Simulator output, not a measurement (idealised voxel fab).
Process module in this document: voxel trench capacitor
The cross-section on display is named cut; it measures 185 nm wide, and its cells are 5 nm squares.
Heads up, the way a cross-section reads in here is a grid of square cells, handed over as bands from the top down, with every band being one or more rows of cells. Each band's line starts with the height of the band's top and of its bottom, in nm. Then come its materials from left to right, each with its width in nm. One material with "everywhere" fills the band from edge to edge. "empty" is empty space. Heights are expressed relative to 0, this being the level below which the as-received wafer comprises one material exclusively. The lowest band is unbounded in the downward direction and is denoted as in "0..down". The notation "30..40" denotes a width that varies across the rows of cells in the band, beginning at the first number in the top row, finishing at the second number in the bottom row, and changing by an identical amount from each row to the next. It should be understood that the words "nothing was modified", when stated for a given step, signify that the cross-section underwent no change in any of its cells during that step. What "Sealed-off cavities" gives you is every empty space of 8 cells or more that is cut off from the top. Each appears as width x height at distance, with the distance taken from the left edge and width, height and distance all in nm. Read whatever lies past the settings on a step's line as the simulator's own remark about the step. What "overlay nm" on a step's line means: if the step has a mask, that mask lay this far to the right of its planned place, or, when the value is negative, to the left.

# Process steps foreseen in the plan
1 RECEIVE [material Si]
2 CONFORMAL_DEP [material SiN] [thk nm 5]
3 PATTERN [tone open] [mask id TRENCH] [material resist] [width nm 30] [pitch nm 50] [thk nm 20] [overlay nm -10]
4 DIRECTIONAL_ETCH [etch materials SiN] [depth nm 5]
5 DIRECTIONAL_ETCH [etch materials Si] [depth nm 25]
6 STRIP [etch materials resist]
7 CONFORMAL_DEP [material Al2O3] [thk nm 5]
8 CONFORMAL_DEP [material TiN] [thk nm 5]
9 FILL_DEP [material W] [thk nm 10]
10 CMP [height nm 5]
What sets these wafers apart? The overlay nm at step 3. They all start alike, and the plan carries the first wafer's value.

# Cross-section of the first incoming wafer of several, state after step 1
0..down  Si everywhere
Sealed-off cavities: none

# End of module, by wafer: material-by-material cell gain (+) or loss (-) since receipt, then closed voids
overlay nm -10 | +48 Al2O3 | -90 Si | +19 SiN | +36 TiN | +24 W | Sealed-off cavities: none
overlay nm -5 | +48 Al2O3 | -90 Si | +19 SiN | +36 TiN | +24 W | Sealed-off cavities: none
overlay nm 0 | +48 Al2O3 | -90 Si | +19 SiN | +36 TiN | +24 W | Sealed-off cavities: none
overlay nm 5 | +48 Al2O3 | -90 Si | +19 SiN | +36 TiN | +24 W | Sealed-off cavities: none
overlay nm 10 | +48 Al2O3 | -90 Si | +19 SiN | +36 TiN | +24 W | Sealed-off cavities: none
overlay nm 15 | +48 Al2O3 | -90 Si | +19 SiN | +36 TiN | +24 W | Sealed-off cavities: none
